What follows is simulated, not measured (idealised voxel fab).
process module | voxel spacer lines
cross-section cut | 175 nm wide | cells 5 nm
A cross-section is a grid of square cells, given in bands from the top down. A band is one or more rows of cells.
Each band's line starts with the height of the band's top and of its bottom, in nm. Then come its materials from left to right, each with its width in nm. One material with "throughout" fills the band from edge to edge. "air" is empty space.
Height 0 is the level under which the wafer as received is all one material. The lowest band goes on downwards, as in "0 down".
A width such as "30 to 40" changes by the same amount from each row of cells to the next, from the band's top row to its bottom row.
"no change" after a step means that no cell of the cross-section changed.
closed voids: empty space of 8 cells or more with no open way to the top, each as width x height at its distance from the left edge, in nm
after a step's settings: what the simulator itself notes on the step
overlay nm, on a step with a mask: how far to the right of its planned place the mask lay; to the left if negative
plan
1 op RECEIVE | material Si
2 op CONFORMAL_DEP | material Al2O3 | thk nm 10
3 op DIRECTIONAL_DEP | material TiN | thk nm 15
4 op DIRECTIONAL_DEP | material polySi | thk nm 25
5 op PATTERN | tone cover | mask id MANDREL | material resist | width nm 25 | pitch nm 70 | thk nm 30 | overlay nm 0
6 op DIRECTIONAL_ETCH | etch materials polySi | depth nm 25
7 op STRIP | etch materials resist
8 op CONFORMAL_DEP | material SiN | thk nm 10
9 op DIRECTIONAL_ETCH | etch materials SiN | depth nm 10
10 op STRIP | etch materials polySi
11 op DIRECTIONAL_ETCH | etch materials TiN | depth nm 15
12 op STRIP | etch materials SiN
as received, after step 1
  0 down: Si throughout
  closed voids: none
a wafer at the end: this start, this plan, one mistake
  35 to 10: polySi throughout
  10 to 0: Al2O3 throughout
  0 down: Si throughout
  closed voids: none
what went wrong: steps 3 and 4 were swapped
